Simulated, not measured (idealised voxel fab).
Process module, titled voxel self aligned vias
Each square cell in cross-section cut measures 5 nm, and the section as a whole is 250 nm wide.
For the purposes of this document, a cross-section shall be understood as a grid of square cells, specified as bands listed in top-to-bottom order, each band consisting of one or more rows of cells.
In this notation a band is specified by the heights of its top and bottom, in that order and in nm, after which its materials appear from left to right, each paired with its width in nm. The word "all across" attached to a single material means that material fills the band from edge to edge; the word "empty" stands for empty space.
We count height from 0. Below that, the starting wafer is all one material. The lowest band never ends at the bottom but goes on down; see "z 0 and below" for how that is written.
It should be noted that a width expressed as "30->40" varies in equal increments from row to row of cells within the band, taking the value of the first number at the top row and that of the second number at the bottom row.
A step reported as "remains unaltered" is a step in which no cell of the cross-section changed.
"Closed internal cavities" - sealed voids, min. 8 cells, no opening to top; format: width x height at distance (distance from left edge; nm throughout).
That trailing text on a step's line, after the settings, is the simulator's own remark on the step.
"overlay nm" on a masked step: distance the mask lay right of its planned place, negative for left.

# This section lists the process steps that were planned
1 RECEIVE [material Si]
2 CONFORMAL_DEP [material SiO2] [thk nm 15]
3 CONFORMAL_DEP [material SiCN] [thk nm 5]
4 DIRECTIONAL_DEP [material SiO2] [thk nm 30]
5 DIRECTIONAL_DEP [material aC] [thk nm 15]
6 PATTERN [tone open] [mask id LINES] [material resist] [width nm 30] [pitch nm 75] [thk nm 35] [overlay nm 0]
7 DIRECTIONAL_ETCH [etch materials aC] [depth nm 15]
8 STRIP [etch materials resist]
9 DIRECTIONAL_ETCH [etch materials SiO2] [depth nm 30]
10 STRIP [etch materials aC]
11 CONFORMAL_DEP [material TiN] [thk nm 5]
12 FILL_DEP [material W] [thk nm 10]
13 CMP [height nm 50]
14 SELECTIVE_ETCH [etch materials W Ru TiN] [depth nm 5]
15 FILL_DEP [material SiN] [thk nm 5]
16 CMP [height nm 50]
17 DIRECTIONAL_DEP [material SiO2] [thk nm 20]
18 PATTERN [tone open] [mask id VIAS] [material resist] [width nm 50] [pitch nm 150] [thk nm 15] [overlay nm 0]
19 DIRECTIONAL_ETCH [etch materials SiO2] [depth nm 20]
20 DIRECTIONAL_ETCH [etch materials SiN] [depth nm 5]
21 STRIP [etch materials resist]
22 CONFORMAL_DEP [material TiN] [thk nm 5]
23 FILL_DEP [material Cu] [thk nm 10]
24 CMP [height nm 70]
25 CONFORMAL_DEP [material SiN] [thk nm 5]

# The first of a set of two wafers, run to plan

# Step 1 complete: cross-section of the wafer as received
- z 0 and below: Si all across
- Closed internal cavities: none

# after step 2
- z 15 to 0: SiO2 all across
- Everything below 0 is unchanged.

# after step 3
- z 20 to 15: SiCN all across
- Everything below 15 is unchanged.

# after step 4
- z 50 to 20: SiO2 all across
- Everything below 20 is unchanged.

# after step 5
- z 65 to 50: aC all across
- Everything below 50 is unchanged.

# after step 6
- z 100 to 65: resist=35, empty=30, resist=45, empty=30, resist=45, empty=30, resist=35
- Everything below 65 is unchanged.

# after step 7
- z 85 to 65: resist=35, empty=30, resist=45, empty=30, resist=45, empty=30, resist=35
- z 65 to 50: aC=35, empty=30, aC=45, empty=30, aC=45, empty=30, aC=35
- Everything below 50 is unchanged.

# after step 8
- z 65 to 50: aC=35, empty=30, aC=45, empty=30, aC=45, empty=30, aC=35
- Everything below 50 is unchanged.

# after step 9
- z 65 to 50: aC=35, empty=30, aC=45, empty=30, aC=45, empty=30, aC=35
- z 50 to 20: SiO2=35, empty=30, SiO2=45, empty=30, SiO2=45, empty=30, SiO2=35
- Everything below 20 is unchanged.

# after step 10
- z 50 to 20: SiO2=35, empty=30, SiO2=45, empty=30, SiO2=45, empty=30, SiO2=35
- Everything below 20 is unchanged.

# after step 11
- z 55 to 50: TiN=40, empty=20, TiN=55, empty=20, TiN=55, empty=20, TiN=40
- z 50 to 25: SiO2=35, TiN=5, empty=20, TiN=5, SiO2=45, TiN=5, empty=20, TiN=5, SiO2=45, TiN=5, empty=20, TiN=5, SiO2=35
- z 25 to 20: SiO2=35, TiN=30, SiO2=45, TiN=30, SiO2=45, TiN=30, SiO2=35
- Everything below 20 is unchanged.

# after step 12
- z 65 to 55: W all across
- z 55 to 50: TiN=40, W=20, TiN=55, W=20, TiN=55, W=20, TiN=40
- z 50 to 25: SiO2=35, TiN=5, W=20, TiN=5, SiO2=45, TiN=5, W=20, TiN=5, SiO2=45, TiN=5, W=20, TiN=5, SiO2=35
- Everything below 25 is unchanged.

# after step 13
- z 50 to 25: SiO2=35, TiN=5, W=20, TiN=5, SiO2=45, TiN=5, W=20, TiN=5, SiO2=45, TiN=5, W=20, TiN=5, SiO2=35
- Everything below 25 is unchanged.

# after step 14
- z 50 to 45: SiO2=35, empty=30, SiO2=45, empty=30, SiO2=45, empty=30, SiO2=35
- Everything below 45 is unchanged.

# after step 15
- z 55 to 50: SiN all across
- z 50 to 45: SiO2=35, SiN=30, SiO2=45, SiN=30, SiO2=45, SiN=30, SiO2=35
- Everything below 45 is unchanged.

# after step 16
- z 50 to 45: SiO2=35, SiN=30, SiO2=45, SiN=30, SiO2=45, SiN=30, SiO2=35
- Everything below 45 is unchanged.

# after step 17
- z 70 to 50: SiO2 all across
- Everything below 50 is unchanged.

# after step 18
- z 85 to 70: resist=25, empty=50, resist=100, empty=50, resist=25
- Everything below 70 is unchanged.

# after step 19
- z 85 to 70: resist=25, empty=50, resist=100, empty=50, resist=25
- z 70 to 50: SiO2=25, empty=50, SiO2=100, empty=50, SiO2=25
- Everything below 50 is unchanged.

# after step 20
- z 85 to 70: resist=25, empty=50, resist=100, empty=50, resist=25
- z 70 to 50: SiO2=25, empty=50, SiO2=100, empty=50, SiO2=25
- z 50 to 45: SiO2=35, empty=30, SiO2=45, SiN=30, SiO2=45, empty=30, SiO2=35
- Everything below 45 is unchanged.

# after step 21
- z 70 to 50: SiO2=25, empty=50, SiO2=100, empty=50, SiO2=25
- Everything below 50 is unchanged.

# after step 22
- z 75 to 70: TiN=30, empty=40, TiN=110, empty=40, TiN=30
- z 70 to 55: SiO2=25, TiN=5, empty=40, TiN=5, SiO2=100, TiN=5, empty=40, TiN=5, SiO2=25
- z 55 to 50: SiO2=25, TiN=15, empty=20, TiN=15, SiO2=100, TiN=15, empty=20, TiN=15, SiO2=25
- z 50 to 45: SiO2=35, TiN=30, SiO2=45, SiN=30, SiO2=45, TiN=30, SiO2=35
- Everything below 45 is unchanged.

# after step 23
- z 85 to 75: Cu all across
- z 75 to 70: TiN=30, Cu=40, TiN=110, Cu=40, TiN=30
- z 70 to 55: SiO2=25, TiN=5, Cu=40, TiN=5, SiO2=100, TiN=5, Cu=40, TiN=5, SiO2=25
- z 55 to 50: SiO2=25, TiN=15, Cu=20, TiN=15, SiO2=100, TiN=15, Cu=20, TiN=15, SiO2=25
- Everything below 50 is unchanged.

# after step 24
- z 70 to 55: SiO2=25, TiN=5, Cu=40, TiN=5, SiO2=100, TiN=5, Cu=40, TiN=5, SiO2=25
- Everything below 55 is unchanged.

# after step 25
- z 75 to 70: SiN all across
- Everything below 70 is unchanged.

# Second wafer: same start and same plan as the first, one execution error; identical to the first through step 5

# What the second wafer looks like in cross-section when step 6 should have wrapped up
- z 100 to 65: resist=40, empty=20, resist=55, empty=20, resist=55, empty=20, resist=40
- Everything below 65 is unchanged.

# What the second wafer looks like in cross-section when step 7 should have wrapped up
- z 85 to 65: resist=40, empty=20, resist=55, empty=20, resist=55, empty=20, resist=40
- z 65 to 50: aC=40, empty=20, aC=55, empty=20, aC=55, empty=20, aC=40
- Everything below 50 is unchanged.

# What the second wafer looks like in cross-section when step 8 should have wrapped up
- z 65 to 50: aC=40, empty=20, aC=55, empty=20, aC=55, empty=20, aC=40
- Everything below 50 is unchanged.

# What the second wafer looks like in cross-section when step 9 should have wrapped up
- z 65 to 50: aC=40, empty=20, aC=55, empty=20, aC=55, empty=20, aC=40
- z 50 to 20: SiO2=40, empty=20, SiO2=55, empty=20, SiO2=55, empty=20, SiO2=40
- Everything below 20 is unchanged.

# What the second wafer looks like in cross-section when step 10 should have wrapped up
- z 50 to 20: SiO2=40, empty=20, SiO2=55, empty=20, SiO2=55, empty=20, SiO2=40
- Everything below 20 is unchanged.

# What the second wafer looks like in cross-section when step 11 should have wrapped up
- z 55 to 50: TiN=45, empty=10, TiN=65, empty=10, TiN=65, empty=10, TiN=45
- z 50 to 25: SiO2=40, TiN=5, empty=10, TiN=5, SiO2=55, TiN=5, empty=10, TiN=5, SiO2=55, TiN=5, empty=10, TiN=5, SiO2=40
- z 25 to 20: SiO2=40, TiN=20, SiO2=55, TiN=20, SiO2=55, TiN=20, SiO2=40
- Everything below 20 is unchanged.

# What the second wafer looks like in cross-section when step 12 should have wrapped up
- z 65 to 55: W all across
- z 55 to 50: TiN=45, W=10, TiN=65, W=10, TiN=65, W=10, TiN=45
- z 50 to 25: SiO2=40, TiN=5, W=10, TiN=5, SiO2=55, TiN=5, W=10, TiN=5, SiO2=55, TiN=5, W=10, TiN=5, SiO2=40
- Everything below 25 is unchanged.

# What the second wafer looks like in cross-section when step 13 should have wrapped up
- z 50 to 25: SiO2=40, TiN=5, W=10, TiN=5, SiO2=55, TiN=5, W=10, TiN=5, SiO2=55, TiN=5, W=10, TiN=5, SiO2=40
- Everything below 25 is unchanged.

# What the second wafer looks like in cross-section when step 14 should have wrapped up
- z 50 to 45: SiO2=40, empty=20, SiO2=55, empty=20, SiO2=55, empty=20, SiO2=40
- Everything below 45 is unchanged.

# What the second wafer looks like in cross-section when step 15 should have wrapped up
- z 55 to 50: SiN all across
- z 50 to 45: SiO2=40, SiN=20, SiO2=55, SiN=20, SiO2=55, SiN=20, SiO2=40
- Everything below 45 is unchanged.

# What the second wafer looks like in cross-section when step 16 should have wrapped up
- z 50 to 45: SiO2=40, SiN=20, SiO2=55, SiN=20, SiO2=55, SiN=20, SiO2=40
- Everything below 45 is unchanged.

# What the second wafer looks like in cross-section when step 17 should have wrapped up
- z 70 to 50: SiO2 all across
- Everything below 50 is unchanged.

# What the second wafer looks like in cross-section when step 18 should have wrapped up
- z 85 to 70: resist=25, empty=50, resist=100, empty=50, resist=25
- Everything below 70 is unchanged.

# What the second wafer looks like in cross-section when step 19 should have wrapped up
- z 85 to 70: resist=25, empty=50, resist=100, empty=50, resist=25
- z 70 to 50: SiO2=25, empty=50, SiO2=100, empty=50, SiO2=25
- Everything below 50 is unchanged.

# What the second wafer looks like in cross-section when step 20 should have wrapped up
- z 85 to 70: resist=25, empty=50, resist=100, empty=50, resist=25
- z 70 to 50: SiO2=25, empty=50, SiO2=100, empty=50, SiO2=25
- z 50 to 45: SiO2=40, empty=20, SiO2=55, SiN=20, SiO2=55, empty=20, SiO2=40
- Everything below 45 is unchanged.

# What the second wafer looks like in cross-section when step 21 should have wrapped up
- z 70 to 50: SiO2=25, empty=50, SiO2=100, empty=50, SiO2=25
- Everything below 50 is unchanged.

# What the second wafer looks like in cross-section when step 22 should have wrapped up
- z 75 to 70: TiN=30, empty=40, TiN=110, empty=40, TiN=30
- z 70 to 55: SiO2=25, TiN=5, empty=40, TiN=5, SiO2=100, TiN=5, empty=40, TiN=5, SiO2=25
- z 55 to 50: SiO2=25, TiN=20, empty=10, TiN=20, SiO2=100, TiN=20, empty=10, TiN=20, SiO2=25
- z 50 to 45: SiO2=40, TiN=20, SiO2=55, SiN=20, SiO2=55, TiN=20, SiO2=40
- Everything below 45 is unchanged.

# What the second wafer looks like in cross-section when step 23 should have wrapped up
- z 85 to 75: Cu all across
- z 75 to 70: TiN=30, Cu=40, TiN=110, Cu=40, TiN=30
- z 70 to 55: SiO2=25, TiN=5, Cu=40, TiN=5, SiO2=100, TiN=5, Cu=40, TiN=5, SiO2=25
- z 55 to 50: SiO2=25, TiN=20, Cu=10, TiN=20, SiO2=100, TiN=20, Cu=10, TiN=20, SiO2=25
- Everything below 50 is unchanged.

# What the second wafer looks like in cross-section when step 24 should have wrapped up
- z 70 to 55: SiO2=25, TiN=5, Cu=40, TiN=5, SiO2=100, TiN=5, Cu=40, TiN=5, SiO2=25
- Everything below 55 is unchanged.

# What the second wafer looks like in cross-section when step 25 should have wrapped up
- z 75 to 70: SiN all across
- Everything below 70 is unchanged.
Run error: the process deviated at step 6: the operation and settings actually run there were PATTERN [tone open] [mask id LINES] [material resist] [width nm 20] [pitch nm 75] [thk nm 35] [overlay nm 0]
Cell-count delta at end, second wafer over first, by material: -4 Cu, -2 SiN, +36 SiO2, -6 TiN, -24 W
